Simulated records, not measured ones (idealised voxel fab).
The process module presented herein is designated voxel capacitor over wiring.
The width of the displayed cross-section, cut, is 175 nm; its cells are square, with a size of 5 nm.
In what follows, cross-sections appear as grids of square cells, described through bands that run from the top down, where every band is one or more rows of cells.
Each band's line starts with the height of the band's top and of its bottom, in nm. Then come its materials from left to right, each with its width in nm. One material with "everywhere" fills the band from edge to edge. "air" is empty space.
The level at which height equals 0 is the one under which the wafer, as it arrives, is entirely one material. No lower edge exists for the bottom band, which continues downward and is notated as in "0 down".
The two numbers in a width such as "30..40" mark its ends across the band: the first belongs to the top row of cells, the second to the bottom row, and from each row to the next the width moves by the same amount.
It should be understood that the words "all unchanged", when stated for a given step, signify that the cross-section underwent no change in any of its cells during that step.
So "Completely sealed voids" is basically the list of trapped voids: any empty space of 8 cells or more that can't reach the top through an opening. They're written width x height at distance, the distance being from the left edge, and it's all nm.
Past the settings on a step's line: simulator remark, on that step.
overlay nm: on a step with a mask, how far right of its planned place the mask lay; negative means left.

[Below is the list of planned process steps]
1 RECEIVE (material Si)
2 CONFORMAL_DEP (material SiO2; thk nm 10)
3 DIRECTIONAL_DEP (material TiN; thk nm 5)
4 DIRECTIONAL_DEP (material W; thk nm 15)
5 PATTERN (tone cover; mask id METAL_1; material resist; width nm 25; pitch nm 75; thk nm 20; overlay nm 0)
6 DIRECTIONAL_ETCH (etch materials W; depth nm 15)
7 DIRECTIONAL_ETCH (etch materials TiN; depth nm 5)
8 STRIP (etch materials resist)
9 CONFORMAL_DEP (material SiCN; thk nm 5)
10 FILL_DEP (material lowk; thk nm 5)
11 CMP (height nm 30)
12 CONFORMAL_DEP (material SiCN; thk nm 5)
13 DIRECTIONAL_DEP (material lowk; thk nm 10)
14 DIRECTIONAL_DEP (material aC; thk nm 15)
15 PATTERN (tone open; mask id PLUG_1; material resist; width nm 15; thk nm 35; overlay nm 0)
16 DIRECTIONAL_ETCH (etch materials aC; depth nm 15)
17 STRIP (etch materials resist)
18 DIRECTIONAL_ETCH (etch materials lowk; depth nm 10)
19 DIRECTIONAL_ETCH (etch materials SiCN; depth nm 5)
20 STRIP (etch materials aC)
21 EPI (material Ru; thk nm 10)
22 EPI (material Ru; thk nm 5)
23 DIRECTIONAL_DEP (material TiN; thk nm 5)
24 DIRECTIONAL_DEP (material Al2O3; thk nm 5)
25 DIRECTIONAL_DEP (material TiN; thk nm 5)
26 MASKED_ETCH (tone cover; mask id UPPER_PLATE; width nm 55; etch materials TiN; depth nm 5; overlay nm 0)
27 MASKED_ETCH (tone cover; mask id UPPER_PLATE; width nm 55; etch materials Al2O3; depth nm 5; overlay nm 0)
28 PATTERN (tone cover; mask id LOWER_PLATE; material resist; width nm 65; thk nm 20; overlay nm 0)
29 DIRECTIONAL_ETCH (etch materials TiN; depth nm 5)
30 STRIP (etch materials resist)
31 FILL_DEP (material SiO2; thk nm 20)
32 CMP (height nm 75)
33 PATTERN (tone open; mask id PLUG_2; material resist; width nm 15; thk nm 20; overlay nm 0)
34 DIRECTIONAL_ETCH (etch materials SiO2; depth nm 15)
35 STRIP (etch materials resist)
36 CONFORMAL_DEP (material TiN; thk nm 5)
37 FILL_DEP (material W; thk nm 5)
38 CMP (height nm 75)
39 CONFORMAL_DEP (material SiCN; thk nm 5)

[Cross-section of the wafer as it came to us, i.e., already through step 1]
  0 down  Si everywhere
  Completely sealed voids: none

[End-of-module cross-section of the first of two wafers, processed as planned]
  80 to 75  SiCN everywhere
  75 to 65  55 of SiO2 | 5 of TiN | 5 of W | 5 of TiN | 105 of SiO2
  65 to 55  55..45 of SiO2 | 15..55 of TiN | 105..75 of SiO2
  55 to 50  45 of SiO2 | 55 of Al2O3 | 75 of SiO2
  50 to 45  40 of SiO2 | 65 of TiN | 70 of SiO2
  45 to 35  45 of lowk | 15 of Ru | 115 of lowk
  35 to 30  45 of SiCN | 15 of Ru | 115 of SiCN
  30 to 15  30 of lowk | 5 of SiCN | 25 of W | 5 of SiCN | 40 of lowk | 5 of SiCN | 25 of W | 5 of SiCN | 35 of lowk
  15 to 10  35 of SiCN | 25 of TiN | 50 of SiCN | 25 of TiN | 40 of SiCN
  10 to 0  SiO2 everywhere
  0 down  Si everywhere
  Completely sealed voids: none

[second wafer at the end: like start, like plan, one mistake]
  80 to 75  SiCN everywhere
  75 to 65  55 of SiO2 | 5 of TiN | 5 of W | 5 of TiN | 105 of SiO2
  65 to 55  55..40 of SiO2 | 15..55 of TiN | 105..80 of SiO2
  55 to 50  40 of SiO2 | 60 of Al2O3 | 75 of SiO2
  50 to 45  40 of SiO2 | 65 of TiN | 70 of SiO2
  45 to 35  45 of lowk | 15 of Ru | 115 of lowk
  35 to 30  45 of SiCN | 15 of Ru | 115 of SiCN
  30 to 15  30 of lowk | 5 of SiCN | 25 of W | 5 of SiCN | 40 of lowk | 5 of SiCN | 25 of W | 5 of SiCN | 35 of lowk
  15 to 10  35 of SiCN | 25 of TiN | 50 of SiCN | 25 of TiN | 40 of SiCN
  10 to 0  SiO2 everywhere
  0 down  Si everywhere
  Completely sealed voids: none
Against the plan, the run slipped here: heads up, step 26 didn't go per plan, it actually ran as MASKED_ETCH (tone cover; mask id UPPER_PLATE; width nm 55; etch materials TiN; depth nm 5; overlay nm -5)
The closing comparison, in cells, has the second wafer with more or fewer of some materials than the first: 1 more of Al2O3 | 1 fewer of SiO2
